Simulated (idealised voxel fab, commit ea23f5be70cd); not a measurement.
Process module, titled voxel fin reveal
Cross-section cut: width 250 nm, square cells of 5 nm.
Throughout this document, each cross-section is represented as a grid of square cells and is presented as a sequence of bands enumerated from the top downward, where a band comprises one or more rows of cells.
Band: top height; bottom height; in nm. Then, left to right: material with width in nm, for each material. "everywhere": a single material spanning edge to edge. "empty": empty space.
Height reference: 0 = level under which incoming wafer is all one material. Lowest band: no bottom, runs on downward, e.g. "z 0 and below".
Width "30 to 40": first value at the band's top row of cells, second value at its bottom row, equal change from row to row.
A step reported as "stayed the same" is a step in which no cell of the cross-section changed.
Enclosed voids (no open way to top), threshold 8 cells or more, entry "Trapped cavities", notation width x height at distance, distance from left edge, nm.
Post-settings text on a step line: simulator's own remark regarding the step.
overlay nm: right-of-plan distance of the mask on a masked step; negative values mean left-of-plan.
Guide to the pairs. Each holds a before and an after cross-section around one process step; the after cross-section is cut off at the lowest band that changed. Look under the pair for the step between them and its settings. Pairs can come from different runs of this module on the same starting wafer, so a pair follows on from the one above it only where its entry headed "State before" says it does.
## State before
* z 0 and below: Si everywhere
* Trapped cavities: none
## Post-Step Snapshot
* z 5 to 0: SiN everywhere
* Rest of section, below 0: as before.
* Trapped cavities: none
The step carried out between the cross-section before it and the cross-section after it, both shown above, is CONFORMAL_DEP (material SiN; thk nm 5)
State before: Reference is made to the cross-section shown after the step in the pair directly above, which represents the state prior to this step.
## Post-Step Snapshot
* z 20 to 5: aC everywhere
* Rest of section, below 5: as before.
* Trapped cavities: none
The step carried out between the cross-section before it and the cross-section after it, both shown above, is DIRECTIONAL_DEP (material aC; thk nm 15)
State before: Reference is made to the cross-section shown after the step in the pair directly above, which represents the state prior to this step.
## Post-Step Snapshot
* z 55 to 20: 65 empty; 15 resist; 20 empty; 15 resist; 20 empty; 15 resist; 20 empty; 15 resist; 65 empty
* Rest of section, below 20: as before.
* Trapped cavities: none
The step carried out between the cross-section before it and the cross-section after it, both shown above, is PATTERN (tone cover; mask id FINS; material resist; width nm 15; pitch nm 35; thk nm 35; overlay nm 0)
State before: Reference is made to the cross-section shown after the step in the pair directly above, which represents the state prior to this step.
## Post-Step Snapshot
* z 40 to 20: 65 empty; 15 resist; 20 empty; 15 resist; 20 empty; 15 resist; 20 empty; 15 resist; 65 empty
* z 20 to 5: 65 empty; 15 aC; 20 empty; 15 aC; 20 empty; 15 aC; 20 empty; 15 aC; 65 empty
* Rest of section, below 5: as before.
* Trapped cavities: none
The step carried out between the cross-section before it and the cross-section after it, both shown above, is DIRECTIONAL_ETCH (etch materials aC; depth nm 15)
State before: Reference is made to the cross-section shown after the step in the pair directly above, which represents the state prior to this step.
## Post-Step Snapshot
* z 20 to 5: 65 empty; 15 aC; 20 empty; 15 aC; 20 empty; 15 aC; 20 empty; 15 aC; 65 empty
* Rest of section, below 5: as before.
* Trapped cavities: none
The step carried out between the cross-section before it and the cross-section after it, both shown above, is STRIP (etch materials resist)
State before: Reference is made to the cross-section shown after the step in the pair directly above, which represents the state prior to this step.
## Post-Step Snapshot
* z 20 to 5: 65 empty; 15 aC; 20 empty; 15 aC; 20 empty; 15 aC; 20 empty; 15 aC; 65 empty
* z 5 to 0: 65 empty; 15 SiN; 20 empty; 15 SiN; 20 empty; 15 SiN; 20 empty; 15 SiN; 65 empty
* Rest of section, below 0: as before.
* Trapped cavities: none
The step carried out between the cross-section before it and the cross-section after it, both shown above, is DIRECTIONAL_ETCH (etch materials SiN; depth nm 5)
State before: Reference is made to the cross-section shown after the step in the pair directly above, which represents the state prior to this step.
## Post-Step Snapshot
* z 20 to 5: 65 empty; 15 aC; 20 empty; 15 aC; 20 empty; 15 aC; 20 empty; 15 aC; 65 empty
* z 5 to 0: 65 empty; 15 SiN; 20 empty; 15 SiN; 20 empty; 15 SiN; 20 empty; 15 SiN; 65 empty
* z 0 to -30: 65 empty; 15 Si; 20 empty; 15 Si; 20 empty; 15 Si; 20 empty; 15 Si; 65 empty
* Rest of section, below -30: as before.
* Trapped cavities: none
The step carried out between the cross-section before it and the cross-section after it, both shown above, is DIRECTIONAL_ETCH (etch materials Si; depth nm 30)
State before: Reference is made to the cross-section shown after the step in the pair directly above, which represents the state prior to this step.
## Post-Step Snapshot
* z 5 to 0: 65 empty; 15 SiN; 20 empty; 15 SiN; 20 empty; 15 SiN; 20 empty; 15 SiN; 65 empty
* Rest of section, below 0: as before.
* Trapped cavities: none
The step carried out between the cross-section before it and the cross-section after it, both shown above, is STRIP (etch materials aC)
State before: Reference is made to the cross-section shown after the step in the pair directly above, which represents the state prior to this step.
## Post-Step Snapshot
* z 5 to 0: 65 empty; 15 SiN; 20 empty; 15 SiN; 20 empty; 15 SiN; 20 empty; 15 SiN; 65 empty
* z 0 to -30: 65 empty; 5 SiO2; 5 Si; 5 SiO2; 20 empty; 5 SiO2; 5 Si; 5 SiO2; 20 empty; 5 SiO2; 5 Si; 5 SiO2; 20 empty; 5 SiO2; 5 Si; 5 SiO2; 65 empty
* z -30 to -35: 70 SiO2; 5 Si; 30 SiO2; 5 Si; 30 SiO2; 5 Si; 30 SiO2; 5 Si; 70 SiO2
* Rest of section, below -35: as before.
* Trapped cavities: none
The step carried out between the cross-section before it and the cross-section after it, both shown above, is OXIDIZE (depth nm 5)
State before: Reference is made to the cross-section shown after the step in the pair directly above, which represents the state prior to this step.
## Post-Step Snapshot
* z 20 to 5: SiO2 everywhere
* z 5 to 0: 65 SiO2; 15 SiN; 20 SiO2; 15 SiN; 20 SiO2; 15 SiN; 20 SiO2; 15 SiN; 65 SiO2
* z 0 to -35: 70 SiO2; 5 Si; 30 SiO2; 5 Si; 30 SiO2; 5 Si; 30 SiO2; 5 Si; 70 SiO2
* Rest of section, below -35: as before.
* Trapped cavities: none
The step carried out between the cross-section before it and the cross-section after it, both shown above, is FILL_DEP (material SiO2; thk nm 15)
State before: Reference is made to the cross-section shown after the step in the pair directly above, which represents the state prior to this step.
## Post-Step Snapshot
* z 5 to 0: 65 SiO2; 15 SiN; 20 SiO2; 15 SiN; 20 SiO2; 15 SiN; 20 SiO2; 15 SiN; 65 SiO2
* Rest of section, below 0: as before.
* Trapped cavities: none
The step carried out between the cross-section before it and the cross-section after it, both shown above, is CMP (height nm 5)
State before: Reference is made to the cross-section shown after the step in the pair directly above, which represents the state prior to this step.
## Post-Step Snapshot
* z 5 to 0: 65 empty; 15 SiN; 20 empty; 15 SiN; 20 empty; 15 SiN; 20 empty; 15 SiN; 65 empty
* z 0 to -10: 70 empty; 5 Si; 30 empty; 5 Si; 30 empty; 5 Si; 30 empty; 5 Si; 70 empty
* Rest of section, below -10: as before.
* Trapped cavities: none
The step carried out between the cross-section before it and the cross-section after it, both shown above, is SELECTIVE_ETCH (etch materials SiO2; depth nm 15)
State before: Reference is made to the cross-section shown after the step in the pair directly above, which represents the state prior to this step.
## Post-Step Snapshot
* z 0 to -10: 70 empty; 5 Si; 30 empty; 5 Si; 30 empty; 5 Si; 30 empty; 5 Si; 70 empty
* Rest of section, below -10: as before.
* Trapped cavities: none
The step carried out between the cross-section before it and the cross-section after it, both shown above, is STRIP (etch materials SiN)
## State before
* z 40 to 20: 65 empty; 15 resist; 20 empty; 15 resist; 20 empty; 15 resist; 20 empty; 15 resist; 65 empty
* z 20 to 5: 65 empty; 15 aC; 20 empty; 15 aC; 20 empty; 15 aC; 20 empty; 15 aC; 65 empty
* z 5 to 0: SiN everywhere
* z 0 and below: Si everywhere
* Trapped cavities: none
## Post-Step Snapshot
* z 40 to 20: 65 empty; 15 resist; 20 empty; 15 resist; 20 empty; 15 resist; 20 empty; 15 resist; 65 empty
* z 20 to 5: 65 empty; 15 aC; 20 empty; 15 aC; 20 empty; 15 aC; 20 empty; 15 aC; 65 empty
* z 5 to 0: 65 empty; 15 SiN; 20 empty; 15 SiN; 20 empty; 15 SiN; 20 empty; 15 SiN; 65 empty
* Rest of section, below 0: as before.
* Trapped cavities: none
The step carried out between the cross-section before it and the cross-section after it, both shown above, is DIRECTIONAL_ETCH (etch materials SiN; depth nm 5)
State before: Reference is made to the cross-section shown after the step in the pair directly above, which represents the state prior to this step.
## Post-Step Snapshot
* z 40 to 20: 65 empty; 15 resist; 20 empty; 15 resist; 20 empty; 15 resist; 20 empty; 15 resist; 65 empty
* z 20 to 5: 65 empty; 15 aC; 20 empty; 15 aC; 20 empty; 15 aC; 20 empty; 15 aC; 65 empty
* z 5 to 0: 65 empty; 15 SiN; 20 empty; 15 SiN; 20 empty; 15 SiN; 20 empty; 15 SiN; 65 empty
* z 0 to -30: 65 empty; 15 Si; 20 empty; 15 Si; 20 empty; 15 Si; 20 empty; 15 Si; 65 empty
* Rest of section, below -30: as before.
* Trapped cavities: none
The step carried out between the cross-section before it and the cross-section after it, both shown above, is DIRECTIONAL_ETCH (etch materials Si; depth nm 30)
State before: Reference is made to the cross-section shown after the step in the pair directly above, which represents the state prior to this step.
## Post-Step Snapshot
* z 5 to 0: 65 empty; 15 SiN; 20 empty; 15 SiN; 20 empty; 15 SiN; 20 empty; 15 SiN; 65 empty
* Rest of section, below 0: as before.
* Trapped cavities: none
The step carried out between the cross-section before it and the cross-section after it, both shown above, is STRIP (etch materials aC)
## State before
* z 20 to 5: 65 empty; 15 aC; 20 empty; 15 aC; 20 empty; 15 aC; 20 empty; 15 aC; 65 empty
* z 5 to 0: 65 empty; 15 SiN; 20 empty; 15 SiN; 20 empty; 15 SiN; 20 empty; 15 SiN; 65 empty
* z 0 to -30: 65 empty; 15 Si; 20 empty; 15 Si; 20 empty; 15 Si; 20 empty; 15 Si; 65 empty
* z -30 and below: Si everywhere
* Trapped cavities: none
## Post-Step Snapshot
* z 20 to 5: 65 empty; 15 aC; 20 empty; 15 aC; 20 empty; 15 aC; 20 empty; 15 aC; 65 empty
* z 5 to 0: 65 empty; 15 SiN; 20 empty; 15 SiN; 20 empty; 15 SiN; 20 empty; 15 SiN; 65 empty
* z 0 to -60: 65 empty; 15 Si; 20 empty; 15 Si; 20 empty; 15 Si; 20 empty; 15 Si; 65 empty
* Rest of section, below -60: as before.
* Trapped cavities: none
The step carried out between the cross-section before it and the cross-section after it, both shown above, is DIRECTIONAL_ETCH (etch materials Si; depth nm 30)
State before: Reference is made to the cross-section shown after the step in the pair directly above, which represents the state prior to this step.
## Post-Step Snapshot
* z 5 to 0: 65 empty; 15 SiN; 20 empty; 15 SiN; 20 empty; 15 SiN; 20 empty; 15 SiN; 65 empty
* Rest of section, below 0: as before.
* Trapped cavities: none
The step carried out between the cross-section before it and the cross-section after it, both shown above, is STRIP (etch materials aC)
State before: Reference is made to the cross-section shown after the step in the pair directly above, which represents the state prior to this step.
## Post-Step Snapshot
* z 5 to 0: 65 empty; 15 SiN; 20 empty; 15 SiN; 20 empty; 15 SiN; 20 empty; 15 SiN; 65 empty
* z 0 to -60: 65 empty; 5 SiO2; 5 Si; 5 SiO2; 20 empty; 5 SiO2; 5 Si; 5 SiO2; 20 empty; 5 SiO2; 5 Si; 5 SiO2; 20 empty; 5 SiO2; 5 Si; 5 SiO2; 65 empty
* z -60 to -65: 70 SiO2; 5 Si; 30 SiO2; 5 Si; 30 SiO2; 5 Si; 30 SiO2; 5 Si; 70 SiO2
* Rest of section, below -65: as before.
* Trapped cavities: none
The step carried out between the cross-section before it and the cross-section after it, both shown above, is OXIDIZE (depth nm 5)
State before: Reference is made to the cross-section shown after the step in the pair directly above, which represents the state prior to this step.
## Post-Step Snapshot
* z 20 to 5: SiO2 everywhere
* z 5 to 0: 65 SiO2; 15 SiN; 20 SiO2; 15 SiN; 20 SiO2; 15 SiN; 20 SiO2; 15 SiN; 65 SiO2
* z 0 to -65: 70 SiO2; 5 Si; 30 SiO2; 5 Si; 30 SiO2; 5 Si; 30 SiO2; 5 Si; 70 SiO2
* Rest of section, below -65: as before.
* Trapped cavities: none
The step carried out between the cross-section before it and the cross-section after it, both shown above, is FILL_DEP (material SiO2; thk nm 15)
State before: Reference is made to the cross-section shown after the step in the pair directly above, which represents the state prior to this step.
## Post-Step Snapshot
* z 5 to 0: 65 SiO2; 15 SiN; 20 SiO2; 15 SiN; 20 SiO2; 15 SiN; 20 SiO2; 15 SiN; 65 SiO2
* Rest of section, below 0: as before.
* Trapped cavities: none
The step carried out between the cross-section before it and the cross-section after it, both shown above, is CMP (height nm 5)
State before: Reference is made to the cross-section shown after the step in the pair directly above, which represents the state prior to this step.
## Post-Step Snapshot
* z 5 to 0: 65 empty; 15 SiN; 20 empty; 15 SiN; 20 empty; 15 SiN; 20 empty; 15 SiN; 65 empty
* z 0 to -10: 70 empty; 5 Si; 30 empty; 5 Si; 30 empty; 5 Si; 30 empty; 5 Si; 70 empty
* Rest of section, below -10: as before.
* Trapped cavities: none
The step carried out between the cross-section before it and the cross-section after it, both shown above, is SELECTIVE_ETCH (etch materials SiO2; depth nm 15)
State before: Reference is made to the cross-section shown after the step in the pair directly above, which represents the state prior to this step.
## Post-Step Snapshot
* z 0 to -10: 70 empty; 5 Si; 30 empty; 5 Si; 30 empty; 5 Si; 30 empty; 5 Si; 70 empty
* Rest of section, below -10: as before.
* Trapped cavities: none
The step carried out between the cross-section before it and the cross-section after it, both shown above, is STRIP (etch materials SiN)
## State before
* z 5 to 0: 65 SiO2; 15 SiN; 20 SiO2; 15 SiN; 20 SiO2; 15 SiN; 20 SiO2; 15 SiN; 65 SiO2
* z 0 to -35: 70 SiO2; 5 Si; 30 SiO2; 5 Si; 30 SiO2; 5 Si; 30 SiO2; 5 Si; 70 SiO2
* z -35 and below: Si everywhere
* Trapped cavities: none
## Post-Step Snapshot
* z 5 to 0: 65 SiO2; 15 empty; 20 SiO2; 15 empty; 20 SiO2; 15 empty; 20 SiO2; 15 empty; 65 SiO2
* Rest of section, below 0: as before.
* Trapped cavities: none
The step carried out between the cross-section before it and the cross-section after it, both shown above, is STRIP (etch materials SiN)
State before: Reference is made to the cross-section shown after the step in the pair directly above, which represents the state prior to this step.
## Post-Step Snapshot
* z 0 to -10: 70 empty; 5 Si; 30 empty; 5 Si; 30 empty; 5 Si; 30 empty; 5 Si; 70 empty
* z -10 to -15: 50 SiO2; 20 empty; 5 Si; 30 empty; 5 Si; 30 empty; 5 Si; 30 empty; 5 Si; 20 empty; 50 SiO2
* Rest of section, below -15: as before.
* Trapped cavities: none
The step carried out between the cross-section before it and the cross-section after it, both shown above, is SELECTIVE_ETCH (etch materials SiO2; depth nm 15)
## State before
* z 20 to 5: 65 empty; 15 aC; 20 empty; 15 aC; 20 empty; 15 aC; 20 empty; 15 aC; 65 empty
* z 5 to 0: 65 empty; 15 SiN; 20 empty; 15 SiN; 20 empty; 15 SiN; 20 empty; 15 SiN; 65 empty
* z 0 and below: Si everywhere
* Trapped cavities: none
## Post-Step Snapshot
* z 20 to 5: 65 empty; 15 aC; 20 empty; 15 aC; 20 empty; 15 aC; 20 empty; 15 aC; 65 empty
* z 5 to 0: 65 empty; 15 SiN; 20 empty; 15 SiN; 20 empty; 15 SiN; 20 empty; 15 SiN; 65 empty
* z 0 to -40: 65 empty; 15 Si; 20 empty; 15 Si; 20 empty; 15 Si; 20 empty; 15 Si; 65 empty
* Rest of section, below -40: as before.
* Trapped cavities: none
The step carried out between the cross-section before it and the cross-section after it, both shown above, is DIRECTIONAL_ETCH (etch materials Si; depth nm 40)
State before: Reference is made to the cross-section shown after the step in the pair directly above, which represents the state prior to this step.
## Post-Step Snapshot
* z 5 to 0: 65 empty; 15 SiN; 20 empty; 15 SiN; 20 empty; 15 SiN; 20 empty; 15 SiN; 65 empty
* Rest of section, below 0: as before.
* Trapped cavities: none
The step carried out between the cross-section before it and the cross-section after it, both shown above, is STRIP (etch materials aC)
State before: Reference is made to the cross-section shown after the step in the pair directly above, which represents the state prior to this step.
## Post-Step Snapshot
* z 5 to 0: 65 empty; 15 SiN; 20 empty; 15 SiN; 20 empty; 15 SiN; 20 empty; 15 SiN; 65 empty
* z 0 to -40: 65 empty; 5 SiO2; 5 Si; 5 SiO2; 20 empty; 5 SiO2; 5 Si; 5 SiO2; 20 empty; 5 SiO2; 5 Si; 5 SiO2; 20 empty; 5 SiO2; 5 Si; 5 SiO2; 65 empty
* z -40 to -45: 70 SiO2; 5 Si; 30 SiO2; 5 Si; 30 SiO2; 5 Si; 30 SiO2; 5 Si; 70 SiO2
* Rest of section, below -45: as before.
* Trapped cavities: none
The step carried out between the cross-section before it and the cross-section after it, both shown above, is OXIDIZE (depth nm 5)
State before: Reference is made to the cross-section shown after the step in the pair directly above, which represents the state prior to this step.
## Post-Step Snapshot
* z 20 to 5: SiO2 everywhere
* z 5 to 0: 65 SiO2; 15 SiN; 20 SiO2; 15 SiN; 20 SiO2; 15 SiN; 20 SiO2; 15 SiN; 65 SiO2
* z 0 to -45: 70 SiO2; 5 Si; 30 SiO2; 5 Si; 30 SiO2; 5 Si; 30 SiO2; 5 Si; 70 SiO2
* Rest of section, below -45: as before.
* Trapped cavities: none
The step carried out between the cross-section before it and the cross-section after it, both shown above, is FILL_DEP (material SiO2; thk nm 15)
State before: Reference is made to the cross-section shown after the step in the pair directly above, which represents the state prior to this step.
## Post-Step Snapshot
* z 5 to 0: 65 SiO2; 15 SiN; 20 SiO2; 15 SiN; 20 SiO2; 15 SiN; 20 SiO2; 15 SiN; 65 SiO2
* Rest of section, below 0: as before.
* Trapped cavities: none
The step carried out between the cross-section before it and the cross-section after it, both shown above, is CMP (height nm 5)
State before: Reference is made to the cross-section shown after the step in the pair directly above, which represents the state prior to this step.
## Post-Step Snapshot
* z 5 to 0: 65 empty; 15 SiN; 20 empty; 15 SiN; 20 empty; 15 SiN; 20 empty; 15 SiN; 65 empty
* z 0 to -10: 70 empty; 5 Si; 30 empty; 5 Si; 30 empty; 5 Si; 30 empty; 5 Si; 70 empty
* Rest of section, below -10: as before.
* Trapped cavities: none
The step carried out between the cross-section before it and the cross-section after it, both shown above, is SELECTIVE_ETCH (etch materials SiO2; depth nm 15)
State before: Reference is made to the cross-section shown after the step in the pair directly above, which represents the state prior to this step.
## Post-Step Snapshot
* z 0 to -10: 70 empty; 5 Si; 30 empty; 5 Si; 30 empty; 5 Si; 30 empty; 5 Si; 70 empty
* Rest of section, below -10: as before.
* Trapped cavities: none
The step carried out between the cross-section before it and the cross-section after it, both shown above, is STRIP (etch materials SiN)
## State before
* z 20 to 5: aC everywhere
* z 5 to 0: SiN everywhere
* z 0 and below: Si everywhere
* Trapped cavities: none
## Post-Step Snapshot
* z 55 to 20: 65 empty; 20 resist; 15 empty; 20 resist; 15 empty; 20 resist; 15 empty; 20 resist; 60 empty
* Rest of section, below 20: as before.
* Trapped cavities: none
The step carried out between the cross-section before it and the cross-section after it, both shown above, is PATTERN (tone cover; mask id FINS; material resist; width nm 20; pitch nm 35; thk nm 35; overlay nm 0)
State before: Reference is made to the cross-section shown after the step in the pair directly above, which represents the state prior to this step.
## Post-Step Snapshot
* z 40 to 20: 65 empty; 20 resist; 15 empty; 20 resist; 15 empty; 20 resist; 15 empty; 20 resist; 60 empty
* z 20 to 5: 65 empty; 20 aC; 15 empty; 20 aC; 15 empty; 20 aC; 15 empty; 20 aC; 60 empty
* Rest of section, below 5: as before.
* Trapped cavities: none
The step carried out between the cross-section before it and the cross-section after it, both shown above, is DIRECTIONAL_ETCH (etch materials aC; depth nm 15)
State before: Reference is made to the cross-section shown after the step in the pair directly above, which represents the state prior to this step.
## Post-Step Snapshot
* z 20 to 5: 65 empty; 20 aC; 15 empty; 20 aC; 15 empty; 20 aC; 15 empty; 20 aC; 60 empty
* Rest of section, below 5: as before.
* Trapped cavities: none
The step carried out between the cross-section before it and the cross-section after it, both shown above, is STRIP (etch materials resist)
State before: Reference is made to the cross-section shown after the step in the pair directly above, which represents the state prior to this step.
## Post-Step Snapshot
* z 20 to 5: 65 empty; 20 aC; 15 empty; 20 aC; 15 empty; 20 aC; 15 empty; 20 aC; 60 empty
* z 5 to 0: 65 empty; 20 SiN; 15 empty; 20 SiN; 15 empty; 20 SiN; 15 empty; 20 SiN; 60 empty
* Rest of section, below 0: as before.
* Trapped cavities: none
The step carried out between the cross-section before it and the cross-section after it, both shown above, is DIRECTIONAL_ETCH (etch materials SiN; depth nm 5)
State before: Reference is made to the cross-section shown after the step in the pair directly above, which represents the state prior to this step.
## Post-Step Snapshot
* z 20 to 5: 65 empty; 20 aC; 15 empty; 20 aC; 15 empty; 20 aC; 15 empty; 20 aC; 60 empty
* z 5 to 0: 65 empty; 20 SiN; 15 empty; 20 SiN; 15 empty; 20 SiN; 15 empty; 20 SiN; 60 empty
* z 0 to -30: 65 empty; 20 Si; 15 empty; 20 Si; 15 empty; 20 Si; 15 empty; 20 Si; 60 empty
* Rest of section, below -30: as before.
* Trapped cavities: none
The step carried out between the cross-section before it and the cross-section after it, both shown above, is DIRECTIONAL_ETCH (etch materials Si; depth nm 30)
State before: Reference is made to the cross-section shown after the step in the pair directly above, which represents the state prior to this step.
## Post-Step Snapshot
* z 5 to 0: 65 empty; 20 SiN; 15 empty; 20 SiN; 15 empty; 20 SiN; 15 empty; 20 SiN; 60 empty
* Rest of section, below 0: as before.
* Trapped cavities: none
The step carried out between the cross-section before it and the cross-section after it, both shown above, is STRIP (etch materials aC)
State before: Reference is made to the cross-section shown after the step in the pair directly above, which represents the state prior to this step.
## Post-Step Snapshot
* z 5 to 0: 65 empty; 20 SiN; 15 empty; 20 SiN; 15 empty; 20 SiN; 15 empty; 20 SiN; 60 empty
* z 0 to -30: 65 empty; 5 SiO2; 10 Si; 5 SiO2; 15 empty; 5 SiO2; 10 Si; 5 SiO2; 15 empty; 5 SiO2; 10 Si; 5 SiO2; 15 empty; 5 SiO2; 10 Si; 5 SiO2; 60 empty
* z -30 to -35: 70 SiO2; 10 Si; 25 SiO2; 10 Si; 25 SiO2; 10 Si; 25 SiO2; 10 Si; 65 SiO2
* Rest of section, below -35: as before.
* Trapped cavities: none
The step carried out between the cross-section before it and the cross-section after it, both shown above, is OXIDIZE (depth nm 5)
State before: Reference is made to the cross-section shown after the step in the pair directly above, which represents the state prior to this step.
## Post-Step Snapshot
* z 20 to 5: SiO2 everywhere
* z 5 to 0: 65 SiO2; 20 SiN; 15 SiO2; 20 SiN; 15 SiO2; 20 SiN; 15 SiO2; 20 SiN; 60 SiO2
* z 0 to -35: 70 SiO2; 10 Si; 25 SiO2; 10 Si; 25 SiO2; 10 Si; 25 SiO2; 10 Si; 65 SiO2
* Rest of section, below -35: as before.
* Trapped cavities: none
The step carried out between the cross-section before it and the cross-section after it, both shown above, is FILL_DEP (material SiO2; thk nm 15)
State before: Reference is made to the cross-section shown after the step in the pair directly above, which represents the state prior to this step.
## Post-Step Snapshot
* z 5 to 0: 65 SiO2; 20 SiN; 15 SiO2; 20 SiN; 15 SiO2; 20 SiN; 15 SiO2; 20 SiN; 60 SiO2
* Rest of section, below 0: as before.
* Trapped cavities: none
The step carried out between the cross-section before it and the cross-section after it, both shown above, is CMP (height nm 5)
State before: Reference is made to the cross-section shown after the step in the pair directly above, which represents the state prior to this step.
## Post-Step Snapshot
* z 5 to 0: 65 empty; 20 SiN; 15 empty; 20 SiN; 15 empty; 20 SiN; 15 empty; 20 SiN; 60 empty
* z 0 to -10: 70 empty; 10 Si; 25 empty; 10 Si; 25 empty; 10 Si; 25 empty; 10 Si; 65 empty
* Rest of section, below -10: as before.
* Trapped cavities: none
The step carried out between the cross-section before it and the cross-section after it, both shown above, is SELECTIVE_ETCH (etch materials SiO2; depth nm 15)
State before: Reference is made to the cross-section shown after the step in the pair directly above, which represents the state prior to this step.
## Post-Step Snapshot
* z 0 to -10: 70 empty; 10 Si; 25 empty; 10 Si; 25 empty; 10 Si; 25 empty; 10 Si; 65 empty
* Rest of section, below -10: as before.
* Trapped cavities: none
The step carried out between the cross-section before it and the cross-section after it, both shown above, is STRIP (etch materials SiN)
## State before
* z 20 to 5: aC everywhere
* z 5 to 0: SiN everywhere
* z 0 and below: Si everywhere
* Trapped cavities: none
## Post-Step Snapshot
* z 55 to 20: 55 empty; 15 resist; 20 empty; 15 resist; 20 empty; 15 resist; 20 empty; 15 resist; 75 empty
* Rest of section, below 20: as before.
* Trapped cavities: none
The step carried out between the cross-section before it and the cross-section after it, both shown above, is PATTERN (tone cover; mask id FINS; material resist; width nm 15; pitch nm 35; thk nm 35; overlay nm -10)
State before: Reference is made to the cross-section shown after the step in the pair directly above, which represents the state prior to this step.
## Post-Step Snapshot
* z 40 to 20: 55 empty; 15 resist; 20 empty; 15 resist; 20 empty; 15 resist; 20 empty; 15 resist; 75 empty
* z 20 to 5: 55 empty; 15 aC; 20 empty; 15 aC; 20 empty; 15 aC; 20 empty; 15 aC; 75 empty
* Rest of section, below 5: as before.
* Trapped cavities: none
The step carried out between the cross-section before it and the cross-section after it, both shown above, is DIRECTIONAL_ETCH (etch materials aC; depth nm 15)
State before: Reference is made to the cross-section shown after the step in the pair directly above, which represents the state prior to this step.
## Post-Step Snapshot
* z 20 to 5: 55 empty; 15 aC; 20 empty; 15 aC; 20 empty; 15 aC; 20 empty; 15 aC; 75 empty
* Rest of section, below 5: as before.
* Trapped cavities: none
The step carried out between the cross-section before it and the cross-section after it, both shown above, is STRIP (etch materials resist)
State before: Reference is made to the cross-section shown after the step in the pair directly above, which represents the state prior to this step.
## Post-Step Snapshot
* z 20 to 5: 55 empty; 15 aC; 20 empty; 15 aC; 20 empty; 15 aC; 20 empty; 15 aC; 75 empty
* z 5 to 0: 55 empty; 15 SiN; 20 empty; 15 SiN; 20 empty; 15 SiN; 20 empty; 15 SiN; 75 empty
* Rest of section, below 0: as before.
* Trapped cavities: none
The step carried out between the cross-section before it and the cross-section after it, both shown above, is DIRECTIONAL_ETCH (etch materials SiN; depth nm 5)
State before: Reference is made to the cross-section shown after the step in the pair directly above, which represents the state prior to this step.
## Post-Step Snapshot
* z 20 to 5: 55 empty; 15 aC; 20 empty; 15 aC; 20 empty; 15 aC; 20 empty; 15 aC; 75 empty
* z 5 to 0: 55 empty; 15 SiN; 20 empty; 15 SiN; 20 empty; 15 SiN; 20 empty; 15 SiN; 75 empty
* z 0 to -30: 55 empty; 15 Si; 20 empty; 15 Si; 20 empty; 15 Si; 20 empty; 15 Si; 75 empty
* Rest of section, below -30: as before.
* Trapped cavities: none
The step carried out between the cross-section before it and the cross-section after it, both shown above, is DIRECTIONAL_ETCH (etch materials Si; depth nm 30)
State before: Reference is made to the cross-section shown after the step in the pair directly above, which represents the state prior to this step.
## Post-Step Snapshot
* z 5 to 0: 55 empty; 15 SiN; 20 empty; 15 SiN; 20 empty; 15 SiN; 20 empty; 15 SiN; 75 empty
* Rest of section, below 0: as before.
* Trapped cavities: none
The step carried out between the cross-section before it and the cross-section after it, both shown above, is STRIP (etch materials aC)
State before: Reference is made to the cross-section shown after the step in the pair directly above, which represents the state prior to this step.
## Post-Step Snapshot
* z 5 to 0: 55 empty; 15 SiN; 20 empty; 15 SiN; 20 empty; 15 SiN; 20 empty; 15 SiN; 75 empty
* z 0 to -30: 55 empty; 5 SiO2; 5 Si; 5 SiO2; 20 empty; 5 SiO2; 5 Si; 5 SiO2; 20 empty; 5 SiO2; 5 Si; 5 SiO2; 20 empty; 5 SiO2; 5 Si; 5 SiO2; 75 empty
* z -30 to -35: 60 SiO2; 5 Si; 30 SiO2; 5 Si; 30 SiO2; 5 Si; 30 SiO2; 5 Si; 80 SiO2
* Rest of section, below -35: as before.
* Trapped cavities: none
The step carried out between the cross-section before it and the cross-section after it, both shown above, is OXIDIZE (depth nm 5)
State before: Reference is made to the cross-section shown after the step in the pair directly above, which represents the state prior to this step.
## Post-Step Snapshot
* z 20 to 5: SiO2 everywhere
* z 5 to 0: 55 SiO2; 15 SiN; 20 SiO2; 15 SiN; 20 SiO2; 15 SiN; 20 SiO2; 15 SiN; 75 SiO2
* z 0 to -35: 60 SiO2; 5 Si; 30 SiO2; 5 Si; 30 SiO2; 5 Si; 30 SiO2; 5 Si; 80 SiO2
* Rest of section, below -35: as before.
* Trapped cavities: none
The step carried out between the cross-section before it and the cross-section after it, both shown above, is FILL_DEP (material SiO2; thk nm 15)
State before: Reference is made to the cross-section shown after the step in the pair directly above, which represents the state prior to this step.
## Post-Step Snapshot
* z 5 to 0: 55 SiO2; 15 SiN; 20 SiO2; 15 SiN; 20 SiO2; 15 SiN; 20 SiO2; 15 SiN; 75 SiO2
* Rest of section, below 0: as before.
* Trapped cavities: none
The step carried out between the cross-section before it and the cross-section after it, both shown above, is CMP (height nm 5)
State before: Reference is made to the cross-section shown after the step in the pair directly above, which represents the state prior to this step.
## Post-Step Snapshot
* z 5 to 0: 55 empty; 15 SiN; 20 empty; 15 SiN; 20 empty; 15 SiN; 20 empty; 15 SiN; 75 empty
* z 0 to -10: 60 empty; 5 Si; 30 empty; 5 Si; 30 empty; 5 Si; 30 empty; 5 Si; 80 empty
* Rest of section, below -10: as before.
* Trapped cavities: none
The step carried out between the cross-section before it and the cross-section after it, both shown above, is SELECTIVE_ETCH (etch materials SiO2; depth nm 15)
State before: Reference is made to the cross-section shown after the step in the pair directly above, which represents the state prior to this step.
## Post-Step Snapshot
* z 0 to -10: 60 empty; 5 Si; 30 empty; 5 Si; 30 empty; 5 Si; 30 empty; 5 Si; 80 empty
* Rest of section, below -10: as before.
* Trapped cavities: none
The step carried out between the cross-section before it and the cross-section after it, both shown above, is STRIP (etch materials SiN)
